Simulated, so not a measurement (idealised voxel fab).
process module | voxel trench capacitor
cross-section cut | 275 nm wide | cells 5 nm
A cross-section is a grid of square cells, given in bands from the top down. A band is one or more rows of cells.
Each band's line starts with the height of the band's top and of its bottom, in nm. Then come its materials from left to right, each with its width in nm. One material with "throughout" fills the band from edge to edge. "air" is empty space.
Height 0 is the level under which the wafer as received is all one material. The lowest band goes on downwards, as in "0 down".
A width such as "30 to 40" changes by the same amount from each row of cells to the next, from the band's top row to its bottom row.
"no change" after a step means that no cell of the cross-section changed.
closed voids: empty space of 8 cells or more with no open way to the top, each as width x height at its distance from the left edge, in nm
after a step's settings: what the simulator itself notes on the step
overlay nm, on a step with a mask: how far to the right of its planned place the mask lay; to the left if negative
plan
1 op RECEIVE | material Si
2 op CONFORMAL_DEP | material SiN | thk nm 10
3 op DIRECTIONAL_DEP | material aC | thk nm 10
4 op PATTERN | tone open | mask id TRENCH | material resist | width nm 25 | pitch nm 45 | thk nm 30 | overlay nm 0
5 op DIRECTIONAL_ETCH | etch materials aC | depth nm 10
6 op STRIP | etch materials resist
7 op DIRECTIONAL_ETCH | etch materials SiN | depth nm 10
8 op DIRECTIONAL_ETCH | etch materials Si | depth nm 25
9 op STRIP | etch materials aC
10 op CONFORMAL_DEP | material HfO2 | thk nm 5
11 op CONFORMAL_DEP | material TiN | thk nm 5
12 op FILL_DEP | material W | thk nm 10
13 op CMP | height nm 10
as received, after step 1
  0 down: Si throughout
  closed voids: none
first wafer at the end, as planned
  10 to 0: SiN 55 | HfO2 5 | TiN 5 | W 5 | TiN 5 | HfO2 5 | SiN 20 | HfO2 5 | TiN 5 | W 5 | TiN 5 | HfO2 5 | SiN 20 | HfO2 5 | TiN 5 | W 5 | TiN 5 | HfO2 5 | SiN 20 | HfO2 5 | TiN 5 | W 5 | TiN 5 | HfO2 5 | SiN 60
  0 to -15: Si 55 | HfO2 5 | TiN 5 | W 5 | TiN 5 | HfO2 5 | Si 20 | HfO2 5 | TiN 5 | W 5 | TiN 5 | HfO2 5 | Si 20 | HfO2 5 | TiN 5 | W 5 | TiN 5 | HfO2 5 | Si 20 | HfO2 5 | TiN 5 | W 5 | TiN 5 | HfO2 5 | Si 60
  -15 to -20: Si 55 | HfO2 5 | TiN 15 | HfO2 5 | Si 20 | HfO2 5 | TiN 15 | HfO2 5 | Si 20 | HfO2 5 | TiN 15 | HfO2 5 | Si 20 | HfO2 5 | TiN 15 | HfO2 5 | Si 60
  -20 to -25: Si 55 | HfO2 25 | Si 20 | HfO2 25 | Si 20 | HfO2 25 | Si 20 | HfO2 25 | Si 60
  -25 down: Si throughout
  closed voids: none
second wafer at the end: like start, like plan, one mistake
  10 to 0: TiN throughout
  0 down: Si throughout
  closed voids: none
what went wrong: step 2 ran as: op CONFORMAL_DEP | material TiN | thk nm 10
at the end the second wafer has, in cells: 68 fewer of HfO2 | 100 more of Si | 70 fewer of SiN | 58 more of TiN | 20 fewer of W
